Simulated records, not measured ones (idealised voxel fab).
The following is a process module called voxel wiring stack.
Cross-sectional view cut (width: 260 nm; square cell size: 5 nm).
Square cells in a grid make up a cross-section in this document, and the grid is given as bands, listed from the top down, each one or more rows of cells.
Read a band's entry like this: the first values are the height of its top and the height of its bottom in nm, and what follows is the sequence of materials from left to right, each with its width in nm. Note that "empty" is empty space, and that a single material marked "all across" reaches across the band from edge to edge.
Heights from 0 (as-received wafer is one material below). Bottom band endless downward, as "z 0 and below".
Per-row width for "30->40": begins at first number (top row of band), ends at second number (bottom row), increment between rows held constant.
Key: "identical to before" - step with no changed cell in the cross-section.
Empty spaces counting at least 8 cells and having no open way to the top are listed in "Fully closed voids". The notation width x height at distance is used for each, the distance being from the left edge and all three values in nm.
Where a step's line continues beyond its settings, the continuation is a remark by the simulator itself on that step.
overlay nm: mask right of planned place by this much (step with mask). Neg. = left.
## List of planned process steps
1,RECEIVE (material Si)
2,CONFORMAL_DEP (material SiO2; thk nm 15)
3,CONFORMAL_DEP (material SiCN; thk nm 5)
4,DIRECTIONAL_DEP (material lowk; thk nm 15)
5,DIRECTIONAL_DEP (material aC; thk nm 10)
6,PATTERN (tone open; mask id METAL_1; material resist; width nm 30; pitch nm 45; thk nm 30; overlay nm 0)
7,DIRECTIONAL_ETCH (etch materials aC; depth nm 10)
8,STRIP (etch materials resist)
9,DIRECTIONAL_ETCH (etch materials lowk; depth nm 15)
10,DIRECTIONAL_ETCH (etch materials SiCN; depth nm 5)
11,STRIP (etch materials aC)
12,CONFORMAL_DEP (material TiN; thk nm 5)
13,FILL_DEP (material Ru; thk nm 10)
14,CMP (height nm 35)
15,CONFORMAL_DEP (material SiCN; thk nm 5)
16,DIRECTIONAL_DEP (material SiO2; thk nm 30)
17,PATTERN (tone open; mask id METAL_2; material resist; width nm 30; pitch nm 45; thk nm 20; overlay nm 0)
18,DIRECTIONAL_ETCH (etch materials SiO2; depth nm 20)
19,STRIP (etch materials resist)
20,PATTERN (tone open; mask id METAL_2_HOLES; material resist; width nm 15; pitch nm 45; thk nm 20; overlay nm 0)
21,DIRECTIONAL_ETCH (etch materials SiO2; depth nm 10)
22,DIRECTIONAL_ETCH (etch materials SiCN; depth nm 5)
23,STRIP (etch materials resist)
24,CONFORMAL_DEP (material TiN; thk nm 5)
25,FILL_DEP (material Cu; thk nm 5)
26,CMP (height nm 70)
27,CONFORMAL_DEP (material SiCN; thk nm 5)
28,DIRECTIONAL_DEP (material lowk; thk nm 30)
29,DIRECTIONAL_DEP (material aC; thk nm 15)
30,PATTERN (tone open; mask id METAL_3_HOLES; material resist; width nm 15; pitch nm 45; thk nm 35; overlay nm 0)
31,DIRECTIONAL_ETCH (etch materials aC; depth nm 15)
32,STRIP (etch materials resist)
33,DIRECTIONAL_ETCH (etch materials lowk; depth nm 30)
34,STRIP (etch materials aC)
35,MASKED_ETCH (tone open; mask id METAL_3; width nm 30; pitch nm 45; etch materials lowk; depth nm 15; overlay nm 0)
36,MASKED_ETCH (tone open; mask id METAL_3; width nm 30; pitch nm 45; etch materials SiCN; depth nm 5; overlay nm 0)
37,CONFORMAL_DEP (material TiN; thk nm 5)
38,FILL_DEP (material Cu; thk nm 5)
39,CMP (height nm 105)
40,CONFORMAL_DEP (material SiCN; thk nm 5)
## The first of two wafers, run as planned
## The cross-section here shows the wafer as received, i.e. in its state after step 1
	z 0 and below  Si all across
	Fully closed voids: none
## Presented here is a cross-section of the wafer after step 2 has been performed
	z 15 to 0  SiO2 all across
	No changes below 0.
## Presented here is a cross-section of the wafer after step 3 has been performed
	z 20 to 15  SiCN all across
	No changes below 15.
## Presented here is a cross-section of the wafer after step 4 has been performed
	z 35 to 20  lowk all across
	No changes below 20.
## Presented here is a cross-section of the wafer after step 5 has been performed
	z 45 to 35  aC all across
	No changes below 35.
## Presented here is a cross-section of the wafer after step 6 has been performed
	z 75 to 45  resist=45 | empty=30 | resist=15 | empty=30 | resist=15 | empty=30 | resist=15 | empty=30 | resist=50
	No changes below 45.
## Presented here is a cross-section of the wafer after step 7 has been performed
	z 65 to 45  resist=45 | empty=30 | resist=15 | empty=30 | resist=15 | empty=30 | resist=15 | empty=30 | resist=50
	z 45 to 35  aC=45 | empty=30 | aC=15 | empty=30 | aC=15 | empty=30 | aC=15 | empty=30 | aC=50
	No changes below 35.
## Presented here is a cross-section of the wafer after step 8 has been performed
	z 45 to 35  aC=45 | empty=30 | aC=15 | empty=30 | aC=15 | empty=30 | aC=15 | empty=30 | aC=50
	No changes below 35.
## Presented here is a cross-section of the wafer after step 9 has been performed
	z 45 to 35  aC=45 | empty=30 | aC=15 | empty=30 | aC=15 | empty=30 | aC=15 | empty=30 | aC=50
	z 35 to 20  lowk=45 | empty=30 | lowk=15 | empty=30 | lowk=15 | empty=30 | lowk=15 | empty=30 | lowk=50
	No changes below 20.
## Presented here is a cross-section of the wafer after step 10 has been performed
	z 45 to 35  aC=45 | empty=30 | aC=15 | empty=30 | aC=15 | empty=30 | aC=15 | empty=30 | aC=50
	z 35 to 20  lowk=45 | empty=30 | lowk=15 | empty=30 | lowk=15 | empty=30 | lowk=15 | empty=30 | lowk=50
	z 20 to 15  SiCN=45 | empty=30 | SiCN=15 | empty=30 | SiCN=15 | empty=30 | SiCN=15 | empty=30 | SiCN=50
	No changes below 15.
## Presented here is a cross-section of the wafer after step 11 has been performed
	z 35 to 20  lowk=45 | empty=30 | lowk=15 | empty=30 | lowk=15 | empty=30 | lowk=15 | empty=30 | lowk=50
	No changes below 20.
## Presented here is a cross-section of the wafer after step 12 has been performed
	z 40 to 35  TiN=50 | empty=20 | TiN=25 | empty=20 | TiN=25 | empty=20 | TiN=25 | empty=20 | TiN=55
	z 35 to 20  lowk=45 | TiN=5 | empty=20 | TiN=5 | lowk=15 | TiN=5 | empty=20 | TiN=5 | lowk=15 | TiN=5 | empty=20 | TiN=5 | lowk=15 | TiN=5 | empty=20 | TiN=5 | lowk=50
	z 20 to 15  SiCN=45 | TiN=30 | SiCN=15 | TiN=30 | SiCN=15 | TiN=30 | SiCN=15 | TiN=30 | SiCN=50
	No changes below 15.
## Presented here is a cross-section of the wafer after step 13 has been performed
	z 50 to 40  Ru all across
	z 40 to 35  TiN=50 | Ru=20 | TiN=25 | Ru=20 | TiN=25 | Ru=20 | TiN=25 | Ru=20 | TiN=55
	z 35 to 20  lowk=45 | TiN=5 | Ru=20 | TiN=5 | lowk=15 | TiN=5 | Ru=20 | TiN=5 | lowk=15 | TiN=5 | Ru=20 | TiN=5 | lowk=15 | TiN=5 | Ru=20 | TiN=5 | lowk=50
	No changes below 20.
## Presented here is a cross-section of the wafer after step 14 has been performed
	z 35 to 20  lowk=45 | TiN=5 | Ru=20 | TiN=5 | lowk=15 | TiN=5 | Ru=20 | TiN=5 | lowk=15 | TiN=5 | Ru=20 | TiN=5 | lowk=15 | TiN=5 | Ru=20 | TiN=5 | lowk=50
	No changes below 20.
## Presented here is a cross-section of the wafer after step 15 has been performed
	z 40 to 35  SiCN all across
	No changes below 35.
## Presented here is a cross-section of the wafer after step 16 has been performed
	z 70 to 40  SiO2 all across
	No changes below 40.
## Presented here is a cross-section of the wafer after step 17 has been performed
	z 90 to 70  resist=45 | empty=30 | resist=15 | empty=30 | resist=15 | empty=30 | resist=15 | empty=30 | resist=50
	No changes below 70.
## Presented here is a cross-section of the wafer after step 18 has been performed
	z 90 to 70  resist=45 | empty=30 | resist=15 | empty=30 | resist=15 | empty=30 | resist=15 | empty=30 | resist=50
	z 70 to 50  SiO2=45 | empty=30 | SiO2=15 | empty=30 | SiO2=15 | empty=30 | SiO2=15 | empty=30 | SiO2=50
	No changes below 50.
## Presented here is a cross-section of the wafer after step 19 has been performed
	z 70 to 50  SiO2=45 | empty=30 | SiO2=15 | empty=30 | SiO2=15 | empty=30 | SiO2=15 | empty=30 | SiO2=50
	No changes below 50.
## Presented here is a cross-section of the wafer after step 20 has been performed
	z 90 to 70  resist=45 | empty=15 | resist=30 | empty=15 | resist=30 | empty=15 | resist=30 | empty=15 | resist=65
	z 70 to 50  SiO2=45 | empty=15 | resist=15 | SiO2=15 | empty=15 | resist=15 | SiO2=15 | empty=15 | resist=15 | SiO2=15 | empty=15 | resist=15 | SiO2=50
	No changes below 50.
## Presented here is a cross-section of the wafer after step 21 has been performed
	z 90 to 70  resist=45 | empty=15 | resist=30 | empty=15 | resist=30 | empty=15 | resist=30 | empty=15 | resist=65
	z 70 to 50  SiO2=45 | empty=15 | resist=15 | SiO2=15 | empty=15 | resist=15 | SiO2=15 | empty=15 | resist=15 | SiO2=15 | empty=15 | resist=15 | SiO2=50
	z 50 to 40  SiO2=45 | empty=15 | SiO2=30 | empty=15 | SiO2=30 | empty=15 | SiO2=30 | empty=15 | SiO2=65
	No changes below 40.
## Presented here is a cross-section of the wafer after step 22 has been performed
	z 90 to 70  resist=45 | empty=15 | resist=30 | empty=15 | resist=30 | empty=15 | resist=30 | empty=15 | resist=65
	z 70 to 50  SiO2=45 | empty=15 | resist=15 | SiO2=15 | empty=15 | resist=15 | SiO2=15 | empty=15 | resist=15 | SiO2=15 | empty=15 | resist=15 | SiO2=50
	z 50 to 40  SiO2=45 | empty=15 | SiO2=30 | empty=15 | SiO2=30 | empty=15 | SiO2=30 | empty=15 | SiO2=65
	z 40 to 35  SiCN=45 | empty=15 | SiCN=30 | empty=15 | SiCN=30 | empty=15 | SiCN=30 | empty=15 | SiCN=65
	No changes below 35.
## Presented here is a cross-section of the wafer after step 23 has been performed
	z 70 to 50  SiO2=45 | empty=30 | SiO2=15 | empty=30 | SiO2=15 | empty=30 | SiO2=15 | empty=30 | SiO2=50
	No changes below 50.
## Presented here is a cross-section of the wafer after step 24 has been performed
	z 75 to 70  TiN=50 | empty=20 | TiN=25 | empty=20 | TiN=25 | empty=20 | TiN=25 | empty=20 | TiN=55
	z 70 to 55  SiO2=45 | TiN=5 | empty=20 | TiN=5 | SiO2=15 | TiN=5 | empty=20 | TiN=5 | SiO2=15 | TiN=5 | empty=20 | TiN=5 | SiO2=15 | TiN=5 | empty=20 | TiN=5 | SiO2=50
	z 55 to 50  SiO2=45 | TiN=5 | empty=5 | TiN=20 | SiO2=15 | TiN=5 | empty=5 | TiN=20 | SiO2=15 | TiN=5 | empty=5 | TiN=20 | SiO2=15 | TiN=5 | empty=5 | TiN=20 | SiO2=50
	z 50 to 40  SiO2=45 | TiN=5 | empty=5 | TiN=5 | SiO2=30 | TiN=5 | empty=5 | TiN=5 | SiO2=30 | TiN=5 | empty=5 | TiN=5 | SiO2=30 | TiN=5 | empty=5 | TiN=5 | SiO2=65
	z 40 to 35  SiCN=45 | TiN=15 | SiCN=30 | TiN=15 | SiCN=30 | TiN=15 | SiCN=30 | TiN=15 | SiCN=65
	No changes below 35.
## Presented here is a cross-section of the wafer after step 25 has been performed
	z 80 to 75  Cu all across
	z 75 to 70  TiN=50 | Cu=20 | TiN=25 | Cu=20 | TiN=25 | Cu=20 | TiN=25 | Cu=20 | TiN=55
	z 70 to 55  SiO2=45 | TiN=5 | Cu=20 | TiN=5 | SiO2=15 | TiN=5 | Cu=20 | TiN=5 | SiO2=15 | TiN=5 | Cu=20 | TiN=5 | SiO2=15 | TiN=5 | Cu=20 | TiN=5 | SiO2=50
	z 55 to 50  SiO2=45 | TiN=5 | Cu=5 | TiN=20 | SiO2=15 | TiN=5 | Cu=5 | TiN=20 | SiO2=15 | TiN=5 | Cu=5 | TiN=20 | SiO2=15 | TiN=5 | Cu=5 | TiN=20 | SiO2=50
	z 50 to 40  SiO2=45 | TiN=5 | Cu=5 | TiN=5 | SiO2=30 | TiN=5 | Cu=5 | TiN=5 | SiO2=30 | TiN=5 | Cu=5 | TiN=5 | SiO2=30 | TiN=5 | Cu=5 | TiN=5 | SiO2=65
	No changes below 40.
## Presented here is a cross-section of the wafer after step 26 has been performed
	z 70 to 55  SiO2=45 | TiN=5 | Cu=20 | TiN=5 | SiO2=15 | TiN=5 | Cu=20 | TiN=5 | SiO2=15 | TiN=5 | Cu=20 | TiN=5 | SiO2=15 | TiN=5 | Cu=20 | TiN=5 | SiO2=50
	No changes below 55.
## Presented here is a cross-section of the wafer after step 27 has been performed
	z 75 to 70  SiCN all across
	No changes below 70.
## Presented here is a cross-section of the wafer after step 28 has been performed
	z 105 to 75  lowk all across
	No changes below 75.
## Presented here is a cross-section of the wafer after step 29 has been performed
	z 120 to 105  aC all across
	No changes below 105.
## Presented here is a cross-section of the wafer after step 30 has been performed
	z 155 to 120  resist=45 | empty=15 | resist=30 | empty=15 | resist=30 | empty=15 | resist=30 | empty=15 | resist=65
	No changes below 120.
## Presented here is a cross-section of the wafer after step 31 has been performed
	z 140 to 120  resist=45 | empty=15 | resist=30 | empty=15 | resist=30 | empty=15 | resist=30 | empty=15 | resist=65
	z 120 to 105  aC=45 | empty=15 | aC=30 | empty=15 | aC=30 | empty=15 | aC=30 | empty=15 | aC=65
	No changes below 105.
## Presented here is a cross-section of the wafer after step 32 has been performed
	z 120 to 105  aC=45 | empty=15 | aC=30 | empty=15 | aC=30 | empty=15 | aC=30 | empty=15 | aC=65
	No changes below 105.
## Presented here is a cross-section of the wafer after step 33 has been performed
	z 120 to 105  aC=45 | empty=15 | aC=30 | empty=15 | aC=30 | empty=15 | aC=30 | empty=15 | aC=65
	z 105 to 75  lowk=45 | empty=15 | lowk=30 | empty=15 | lowk=30 | empty=15 | lowk=30 | empty=15 | lowk=65
	No changes below 75.
## Presented here is a cross-section of the wafer after step 34 has been performed
	z 105 to 75  lowk=45 | empty=15 | lowk=30 | empty=15 | lowk=30 | empty=15 | lowk=30 | empty=15 | lowk=65
	No changes below 75.
## Presented here is a cross-section of the wafer after step 35 has been performed
	z 105 to 90  lowk=45 | empty=30 | lowk=15 | empty=30 | lowk=15 | empty=30 | lowk=15 | empty=30 | lowk=50
	No changes below 90.
## Presented here is a cross-section of the wafer after step 36 has been performed
	z 105 to 90  lowk=45 | empty=30 | lowk=15 | empty=30 | lowk=15 | empty=30 | lowk=15 | empty=30 | lowk=50
	z 90 to 75  lowk=45 | empty=15 | lowk=30 | empty=15 | lowk=30 | empty=15 | lowk=30 | empty=15 | lowk=65
	z 75 to 70  SiCN=45 | empty=15 | SiCN=30 | empty=15 | SiCN=30 | empty=15 | SiCN=30 | empty=15 | SiCN=65
	No changes below 70.
## Presented here is a cross-section of the wafer after step 37 has been performed
	z 110 to 105  TiN=50 | empty=20 | TiN=25 | empty=20 | TiN=25 | empty=20 | TiN=25 | empty=20 | TiN=55
	z 105 to 95  lowk=45 | TiN=5 | empty=20 | TiN=5 | lowk=15 | TiN=5 | empty=20 | TiN=5 | lowk=15 | TiN=5 | empty=20 | TiN=5 | lowk=15 | TiN=5 | empty=20 | TiN=5 | lowk=50
	z 95 to 90  lowk=45 | TiN=5 | empty=5 | TiN=20 | lowk=15 | TiN=5 | empty=5 | TiN=20 | lowk=15 | TiN=5 | empty=5 | TiN=20 | lowk=15 | TiN=5 | empty=5 | TiN=20 | lowk=50
	z 90 to 75  lowk=45 | TiN=5 | empty=5 | TiN=5 | lowk=30 | TiN=5 | empty=5 | TiN=5 | lowk=30 | TiN=5 | empty=5 | TiN=5 | lowk=30 | TiN=5 | empty=5 | TiN=5 | lowk=65
	z 75 to 70  SiCN=45 | TiN=15 | SiCN=30 | TiN=15 | SiCN=30 | TiN=15 | SiCN=30 | TiN=15 | SiCN=65
	No changes below 70.
## Presented here is a cross-section of the wafer after step 38 has been performed
	z 115 to 110  Cu all across
	z 110 to 105  TiN=50 | Cu=20 | TiN=25 | Cu=20 | TiN=25 | Cu=20 | TiN=25 | Cu=20 | TiN=55
	z 105 to 95  lowk=45 | TiN=5 | Cu=20 | TiN=5 | lowk=15 | TiN=5 | Cu=20 | TiN=5 | lowk=15 | TiN=5 | Cu=20 | TiN=5 | lowk=15 | TiN=5 | Cu=20 | TiN=5 | lowk=50
	z 95 to 90  lowk=45 | TiN=5 | Cu=5 | TiN=20 | lowk=15 | TiN=5 | Cu=5 | TiN=20 | lowk=15 | TiN=5 | Cu=5 | TiN=20 | lowk=15 | TiN=5 | Cu=5 | TiN=20 | lowk=50
	z 90 to 75  lowk=45 | TiN=5 | Cu=5 | TiN=5 | lowk=30 | TiN=5 | Cu=5 | TiN=5 | lowk=30 | TiN=5 | Cu=5 | TiN=5 | lowk=30 | TiN=5 | Cu=5 | TiN=5 | lowk=65
	No changes below 75.
## Presented here is a cross-section of the wafer after step 39 has been performed
	z 105 to 95  lowk=45 | TiN=5 | Cu=20 | TiN=5 | lowk=15 | TiN=5 | Cu=20 | TiN=5 | lowk=15 | TiN=5 | Cu=20 | TiN=5 | lowk=15 | TiN=5 | Cu=20 | TiN=5 | lowk=50
	No changes below 95.
## Presented here is a cross-section of the wafer after step 40 has been performed
	z 110 to 105  SiCN all across
	No changes below 105.
## second wafer: like start, like plan, one mistake. Through step 1 it matches the first wafer
## X-section, second wafer, when step 2 was due to finish
	z 5 to 0  SiO2 all across
	No changes below 0.
## X-section, second wafer, when step 3 was due to finish
	z 10 to 5  SiCN all across
	No changes below 5.
## X-section, second wafer, when step 4 was due to finish
	z 25 to 10  lowk all across
	No changes below 10.
## X-section, second wafer, when step 5 was due to finish
	z 35 to 25  aC all across
	No changes below 25.
## X-section, second wafer, when step 6 was due to finish
	z 65 to 35  resist=45 | empty=30 | resist=15 | empty=30 | resist=15 | empty=30 | resist=15 | empty=30 | resist=50
	No changes below 35.
## X-section, second wafer, when step 7 was due to finish
	z 55 to 35  resist=45 | empty=30 | resist=15 | empty=30 | resist=15 | empty=30 | resist=15 | empty=30 | resist=50
	z 35 to 25  aC=45 | empty=30 | aC=15 | empty=30 | aC=15 | empty=30 | aC=15 | empty=30 | aC=50
	No changes below 25.
## X-section, second wafer, when step 8 was due to finish
	z 35 to 25  aC=45 | empty=30 | aC=15 | empty=30 | aC=15 | empty=30 | aC=15 | empty=30 | aC=50
	No changes below 25.
## X-section, second wafer, when step 9 was due to finish
	z 35 to 25  aC=45 | empty=30 | aC=15 | empty=30 | aC=15 | empty=30 | aC=15 | empty=30 | aC=50
	z 25 to 10  lowk=45 | empty=30 | lowk=15 | empty=30 | lowk=15 | empty=30 | lowk=15 | empty=30 | lowk=50
	No changes below 10.
## X-section, second wafer, when step 10 was due to finish
	z 35 to 25  aC=45 | empty=30 | aC=15 | empty=30 | aC=15 | empty=30 | aC=15 | empty=30 | aC=50
	z 25 to 10  lowk=45 | empty=30 | lowk=15 | empty=30 | lowk=15 | empty=30 | lowk=15 | empty=30 | lowk=50
	z 10 to 5  SiCN=45 | empty=30 | SiCN=15 | empty=30 | SiCN=15 | empty=30 | SiCN=15 | empty=30 | SiCN=50
	No changes below 5.
## X-section, second wafer, when step 11 was due to finish
	z 25 to 10  lowk=45 | empty=30 | lowk=15 | empty=30 | lowk=15 | empty=30 | lowk=15 | empty=30 | lowk=50
	No changes below 10.
## X-section, second wafer, when step 12 was due to finish
	z 30 to 25  TiN=50 | empty=20 | TiN=25 | empty=20 | TiN=25 | empty=20 | TiN=25 | empty=20 | TiN=55
	z 25 to 10  lowk=45 | TiN=5 | empty=20 | TiN=5 | lowk=15 | TiN=5 | empty=20 | TiN=5 | lowk=15 | TiN=5 | empty=20 | TiN=5 | lowk=15 | TiN=5 | empty=20 | TiN=5 | lowk=50
	z 10 to 5  SiCN=45 | TiN=30 | SiCN=15 | TiN=30 | SiCN=15 | TiN=30 | SiCN=15 | TiN=30 | SiCN=50
	No changes below 5.
## X-section, second wafer, when step 13 was due to finish
	z 40 to 30  Ru all across
	z 30 to 25  TiN=50 | Ru=20 | TiN=25 | Ru=20 | TiN=25 | Ru=20 | TiN=25 | Ru=20 | TiN=55
	z 25 to 10  lowk=45 | TiN=5 | Ru=20 | TiN=5 | lowk=15 | TiN=5 | Ru=20 | TiN=5 | lowk=15 | TiN=5 | Ru=20 | TiN=5 | lowk=15 | TiN=5 | Ru=20 | TiN=5 | lowk=50
	No changes below 10.
## X-section, second wafer, when step 14 was due to finish
	z 35 to 30  Ru all across
	No changes below 30.
## X-section, second wafer, when step 15 was due to finish
	z 40 to 35  SiCN all across
	No changes below 35.
## X-section, second wafer, when step 16 was due to finish
	z 70 to 40  SiO2 all across
	No changes below 40.
## X-section, second wafer, when step 17 was due to finish
	z 90 to 70  resist=45 | empty=30 | resist=15 | empty=30 | resist=15 | empty=30 | resist=15 | empty=30 | resist=50
	No changes below 70.
## X-section, second wafer, when step 18 was due to finish
	z 90 to 70  resist=45 | empty=30 | resist=15 | empty=30 | resist=15 | empty=30 | resist=15 | empty=30 | resist=50
	z 70 to 50  SiO2=45 | empty=30 | SiO2=15 | empty=30 | SiO2=15 | empty=30 | SiO2=15 | empty=30 | SiO2=50
	No changes below 50.
## X-section, second wafer, when step 19 was due to finish
	z 70 to 50  SiO2=45 | empty=30 | SiO2=15 | empty=30 | SiO2=15 | empty=30 | SiO2=15 | empty=30 | SiO2=50
	No changes below 50.
## X-section, second wafer, when step 20 was due to finish
	z 90 to 70  resist=45 | empty=15 | resist=30 | empty=15 | resist=30 | empty=15 | resist=30 | empty=15 | resist=65
	z 70 to 50  SiO2=45 | empty=15 | resist=15 | SiO2=15 | empty=15 | resist=15 | SiO2=15 | empty=15 | resist=15 | SiO2=15 | empty=15 | resist=15 | SiO2=50
	No changes below 50.
## X-section, second wafer, when step 21 was due to finish
	z 90 to 70  resist=45 | empty=15 | resist=30 | empty=15 | resist=30 | empty=15 | resist=30 | empty=15 | resist=65
	z 70 to 50  SiO2=45 | empty=15 | resist=15 | SiO2=15 | empty=15 | resist=15 | SiO2=15 | empty=15 | resist=15 | SiO2=15 | empty=15 | resist=15 | SiO2=50
	z 50 to 40  SiO2=45 | empty=15 | SiO2=30 | empty=15 | SiO2=30 | empty=15 | SiO2=30 | empty=15 | SiO2=65
	No changes below 40.
## X-section, second wafer, when step 22 was due to finish
	z 90 to 70  resist=45 | empty=15 | resist=30 | empty=15 | resist=30 | empty=15 | resist=30 | empty=15 | resist=65
	z 70 to 50  SiO2=45 | empty=15 | resist=15 | SiO2=15 | empty=15 | resist=15 | SiO2=15 | empty=15 | resist=15 | SiO2=15 | empty=15 | resist=15 | SiO2=50
	z 50 to 40  SiO2=45 | empty=15 | SiO2=30 | empty=15 | SiO2=30 | empty=15 | SiO2=30 | empty=15 | SiO2=65
	z 40 to 35  SiCN=45 | empty=15 | SiCN=30 | empty=15 | SiCN=30 | empty=15 | SiCN=30 | empty=15 | SiCN=65
	No changes below 35.
## X-section, second wafer, when step 23 was due to finish
	z 70 to 50  SiO2=45 | empty=30 | SiO2=15 | empty=30 | SiO2=15 | empty=30 | SiO2=15 | empty=30 | SiO2=50
	No changes below 50.
## X-section, second wafer, when step 24 was due to finish
	z 75 to 70  TiN=50 | empty=20 | TiN=25 | empty=20 | TiN=25 | empty=20 | TiN=25 | empty=20 | TiN=55
	z 70 to 55  SiO2=45 | TiN=5 | empty=20 | TiN=5 | SiO2=15 | TiN=5 | empty=20 | TiN=5 | SiO2=15 | TiN=5 | empty=20 | TiN=5 | SiO2=15 | TiN=5 | empty=20 | TiN=5 | SiO2=50
	z 55 to 50  SiO2=45 | TiN=5 | empty=5 | TiN=20 | SiO2=15 | TiN=5 | empty=5 | TiN=20 | SiO2=15 | TiN=5 | empty=5 | TiN=20 | SiO2=15 | TiN=5 | empty=5 | TiN=20 | SiO2=50
	z 50 to 40  SiO2=45 | TiN=5 | empty=5 | TiN=5 | SiO2=30 | TiN=5 | empty=5 | TiN=5 | SiO2=30 | TiN=5 | empty=5 | TiN=5 | SiO2=30 | TiN=5 | empty=5 | TiN=5 | SiO2=65
	z 40 to 35  SiCN=45 | TiN=15 | SiCN=30 | TiN=15 | SiCN=30 | TiN=15 | SiCN=30 | TiN=15 | SiCN=65
	No changes below 35.
## X-section, second wafer, when step 25 was due to finish
	z 80 to 75  Cu all across
	z 75 to 70  TiN=50 | Cu=20 | TiN=25 | Cu=20 | TiN=25 | Cu=20 | TiN=25 | Cu=20 | TiN=55
	z 70 to 55  SiO2=45 | TiN=5 | Cu=20 | TiN=5 | SiO2=15 | TiN=5 | Cu=20 | TiN=5 | SiO2=15 | TiN=5 | Cu=20 | TiN=5 | SiO2=15 | TiN=5 | Cu=20 | TiN=5 | SiO2=50
	z 55 to 50  SiO2=45 | TiN=5 | Cu=5 | TiN=20 | SiO2=15 | TiN=5 | Cu=5 | TiN=20 | SiO2=15 | TiN=5 | Cu=5 | TiN=20 | SiO2=15 | TiN=5 | Cu=5 | TiN=20 | SiO2=50
	z 50 to 40  SiO2=45 | TiN=5 | Cu=5 | TiN=5 | SiO2=30 | TiN=5 | Cu=5 | TiN=5 | SiO2=30 | TiN=5 | Cu=5 | TiN=5 | SiO2=30 | TiN=5 | Cu=5 | TiN=5 | SiO2=65
	No changes below 40.
## X-section, second wafer, when step 26 was due to finish
	z 70 to 55  SiO2=45 | TiN=5 | Cu=20 | TiN=5 | SiO2=15 | TiN=5 | Cu=20 | TiN=5 | SiO2=15 | TiN=5 | Cu=20 | TiN=5 | SiO2=15 | TiN=5 | Cu=20 | TiN=5 | SiO2=50
	No changes below 55.
## X-section, second wafer, when step 27 was due to finish
	z 75 to 70  SiCN all across
	No changes below 70.
## X-section, second wafer, when step 28 was due to finish
	z 105 to 75  lowk all across
	No changes below 75.
## X-section, second wafer, when step 29 was due to finish
	z 120 to 105  aC all across
	No changes below 105.
## X-section, second wafer, when step 30 was due to finish
	z 155 to 120  resist=45 | empty=15 | resist=30 | empty=15 | resist=30 | empty=15 | resist=30 | empty=15 | resist=65
	No changes below 120.
## X-section, second wafer, when step 31 was due to finish
	z 140 to 120  resist=45 | empty=15 | resist=30 | empty=15 | resist=30 | empty=15 | resist=30 | empty=15 | resist=65
	z 120 to 105  aC=45 | empty=15 | aC=30 | empty=15 | aC=30 | empty=15 | aC=30 | empty=15 | aC=65
	No changes below 105.
## X-section, second wafer, when step 32 was due to finish
	z 120 to 105  aC=45 | empty=15 | aC=30 | empty=15 | aC=30 | empty=15 | aC=30 | empty=15 | aC=65
	No changes below 105.
## X-section, second wafer, when step 33 was due to finish
	z 120 to 105  aC=45 | empty=15 | aC=30 | empty=15 | aC=30 | empty=15 | aC=30 | empty=15 | aC=65
	z 105 to 75  lowk=45 | empty=15 | lowk=30 | empty=15 | lowk=30 | empty=15 | lowk=30 | empty=15 | lowk=65
	No changes below 75.
## X-section, second wafer, when step 34 was due to finish
	z 105 to 75  lowk=45 | empty=15 | lowk=30 | empty=15 | lowk=30 | empty=15 | lowk=30 | empty=15 | lowk=65
	No changes below 75.
## X-section, second wafer, when step 35 was due to finish
	z 105 to 90  lowk=45 | empty=30 | lowk=15 | empty=30 | lowk=15 | empty=30 | lowk=15 | empty=30 | lowk=50
	No changes below 90.
## X-section, second wafer, when step 36 was due to finish
	z 105 to 90  lowk=45 | empty=30 | lowk=15 | empty=30 | lowk=15 | empty=30 | lowk=15 | empty=30 | lowk=50
	z 90 to 75  lowk=45 | empty=15 | lowk=30 | empty=15 | lowk=30 | empty=15 | lowk=30 | empty=15 | lowk=65
	z 75 to 70  SiCN=45 | empty=15 | SiCN=30 | empty=15 | SiCN=30 | empty=15 | SiCN=30 | empty=15 | SiCN=65
	No changes below 70.
## X-section, second wafer, when step 37 was due to finish
	z 110 to 105  TiN=50 | empty=20 | TiN=25 | empty=20 | TiN=25 | empty=20 | TiN=25 | empty=20 | TiN=55
	z 105 to 95  lowk=45 | TiN=5 | empty=20 | TiN=5 | lowk=15 | TiN=5 | empty=20 | TiN=5 | lowk=15 | TiN=5 | empty=20 | TiN=5 | lowk=15 | TiN=5 | empty=20 | TiN=5 | lowk=50
	z 95 to 90  lowk=45 | TiN=5 | empty=5 | TiN=20 | lowk=15 | TiN=5 | empty=5 | TiN=20 | lowk=15 | TiN=5 | empty=5 | TiN=20 | lowk=15 | TiN=5 | empty=5 | TiN=20 | lowk=50
	z 90 to 75  lowk=45 | TiN=5 | empty=5 | TiN=5 | lowk=30 | TiN=5 | empty=5 | TiN=5 | lowk=30 | TiN=5 | empty=5 | TiN=5 | lowk=30 | TiN=5 | empty=5 | TiN=5 | lowk=65
	z 75 to 70  SiCN=45 | TiN=15 | SiCN=30 | TiN=15 | SiCN=30 | TiN=15 | SiCN=30 | TiN=15 | SiCN=65
	No changes below 70.
## X-section, second wafer, when step 38 was due to finish
	z 115 to 110  Cu all across
	z 110 to 105  TiN=50 | Cu=20 | TiN=25 | Cu=20 | TiN=25 | Cu=20 | TiN=25 | Cu=20 | TiN=55
	z 105 to 95  lowk=45 | TiN=5 | Cu=20 | TiN=5 | lowk=15 | TiN=5 | Cu=20 | TiN=5 | lowk=15 | TiN=5 | Cu=20 | TiN=5 | lowk=15 | TiN=5 | Cu=20 | TiN=5 | lowk=50
	z 95 to 90  lowk=45 | TiN=5 | Cu=5 | TiN=20 | lowk=15 | TiN=5 | Cu=5 | TiN=20 | lowk=15 | TiN=5 | Cu=5 | TiN=20 | lowk=15 | TiN=5 | Cu=5 | TiN=20 | lowk=50
	z 90 to 75  lowk=45 | TiN=5 | Cu=5 | TiN=5 | lowk=30 | TiN=5 | Cu=5 | TiN=5 | lowk=30 | TiN=5 | Cu=5 | TiN=5 | lowk=30 | TiN=5 | Cu=5 | TiN=5 | lowk=65
	No changes below 75.
## X-section, second wafer, when step 39 was due to finish
	z 105 to 95  lowk=45 | TiN=5 | Cu=20 | TiN=5 | lowk=15 | TiN=5 | Cu=20 | TiN=5 | lowk=15 | TiN=5 | Cu=20 | TiN=5 | lowk=15 | TiN=5 | Cu=20 | TiN=5 | lowk=50
	No changes below 95.
## X-section, second wafer, when step 40 was due to finish
	z 110 to 105  SiCN all across
	No changes below 105.
Against the plan, the run slipped here: step 2: run off-plan, actual operation and settings CONFORMAL_DEP (material SiO2; thk nm 5)
At the finish, the second wafer shows more or fewer cells for some materials than the first does: Ru +68; SiO2 -104; TiN +36
